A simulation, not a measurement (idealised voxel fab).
A process module follows: voxel capacitor over wiring.
This is section cut - it's 300 nm across, gridded in 5 nm square cells.
How to read a cross-section here: the picture is a grid of square cells, written as bands going from the top down, and any band can span one or more rows of cells. Band: top height; bottom height; in nm. Then, left to right: material with width in nm, for each material. "full width": a single material spanning edge to edge. "air": empty space. Heights from 0 (as-received wafer is one material below). Bottom band endless downward, as "0..down". The two numbers in a width such as "30..40" mark its ends across the band: the first belongs to the top row of cells, the second to the bottom row, and from each row to the next the width moves by the same amount. You'll sometimes find "nothing different" written for a step, and that's the way of saying that nowhere in the cross-section did a cell change during that step. Empty spaces without an open route to the top, at least 8 cells in extent, make up the entry "Enclosed empty spaces"; each is given as width x height at distance, where the distance is measured from the left edge, and all are in nm. The remark found on a step's line after its settings is issued by the simulator itself and pertains to that step. Among the settings permitted on a step's line is "overlay nm"; applied to a step with a mask, it specifies the extent to which the mask lay to the right of its planned position, whereas a negative figure signifies a position to the left.
Intended process steps
| 1 | RECEIVE | material Si |
| 2 | CONFORMAL_DEP | material SiO2 | thk nm 15 |
| 3 | CONFORMAL_DEP | material SiN | thk nm 5 |
| 4 | DIRECTIONAL_DEP | material lowk | thk nm 20 |
| 5 | PATTERN | tone open | mask id METAL_1 | material resist | width nm 20 | pitch nm 90 | thk nm 20 | overlay nm 0 |
| 6 | DIRECTIONAL_ETCH | etch materials lowk | depth nm 20 |
| 7 | DIRECTIONAL_ETCH | etch materials SiN | depth nm 5 |
| 8 | STRIP | etch materials resist |
| 9 | CONFORMAL_DEP | material TiN | thk nm 5 |
| 10 | FILL_DEP | material Cu | thk nm 5 |
| 11 | CMP | height nm 40 |
| 12 | CONFORMAL_DEP | material SiCN | thk nm 5 |
| 13 | DIRECTIONAL_DEP | material lowk | thk nm 20 |
| 14 | PATTERN | tone open | mask id PLUG_1 | material resist | width nm 15 | thk nm 20 | overlay nm 0 |
| 15 | DIRECTIONAL_ETCH | etch materials lowk | depth nm 20 |
| 16 | DIRECTIONAL_ETCH | etch materials SiCN | depth nm 5 |
| 17 | STRIP | etch materials resist |
| 18 | CONFORMAL_DEP | material TiN | thk nm 5 |
| 19 | FILL_DEP | material Ru | thk nm 10 |
| 20 | CMP | height nm 65 |
| 21 | DIRECTIONAL_DEP | material TiN | thk nm 5 |
| 22 | DIRECTIONAL_DEP | material HfO2 | thk nm 5 |
| 23 | DIRECTIONAL_DEP | material TiN | thk nm 5 |
| 24 | DIRECTIONAL_DEP | material aC | thk nm 15 |
| 25 | PATTERN | tone cover | mask id UPPER_PLATE | material resist | width nm 75 | thk nm 35 | overlay nm 0 |
| 26 | DIRECTIONAL_ETCH | etch materials aC | depth nm 15 |
| 27 | STRIP | etch materials resist |
| 28 | DIRECTIONAL_ETCH | etch materials TiN | depth nm 5 |
| 29 | DIRECTIONAL_ETCH | etch materials HfO2 | depth nm 5 |
| 30 | STRIP | etch materials aC |
| 31 | MASKED_ETCH | tone cover | mask id LOWER_PLATE | width nm 85 | etch materials TiN | depth nm 5 | overlay nm 0 |
| 32 | FILL_DEP | material SiO2 | thk nm 15 |
| 33 | CMP | height nm 90 |
| 34 | MASKED_ETCH | tone open | mask id PLUG_2 | width nm 15 | etch materials SiO2 | depth nm 10 | overlay nm 0 |
| 35 | CONFORMAL_DEP | material TiN | thk nm 5 |
| 36 | FILL_DEP | material Cu | thk nm 10 |
| 37 | CMP | height nm 90 |
| 38 | CONFORMAL_DEP | material SiCN | thk nm 5 |
Split variable: thk nm, step 12. Plan value = first wafer. Wafers start alike.
Cross-section: the first of several wafers in its as-received state, i.e. following step 1
  0..down: Si full width
  Enclosed empty spaces: none
End of module, by wafer: material-by-material cell gain (+) or loss (-) since receipt, then closed voids
thk nm 5, +17 Cu, +15 HfO2, +4 Ru, +117 SiCN, +52 SiN, +427 SiO2, +72 TiN, +436 lowk, Enclosed empty spaces: none
thk nm 10, +17 Cu, +15 HfO2, +3 Ru, +177 SiCN, +52 SiN, +427 SiO2, +70 TiN, +379 lowk, Enclosed empty spaces: none
thk nm 15, +17 Cu, +15 HfO2, +2 Ru, +237 SiCN, +52 SiN, +427 SiO2, +68 TiN, +322 lowk, Enclosed empty spaces: none
thk nm 20, +17 Cu, +15 HfO2, +1 Ru, +297 SiCN, +52 SiN, +427 SiO2, +66 TiN, +265 lowk, Enclosed empty spaces: none
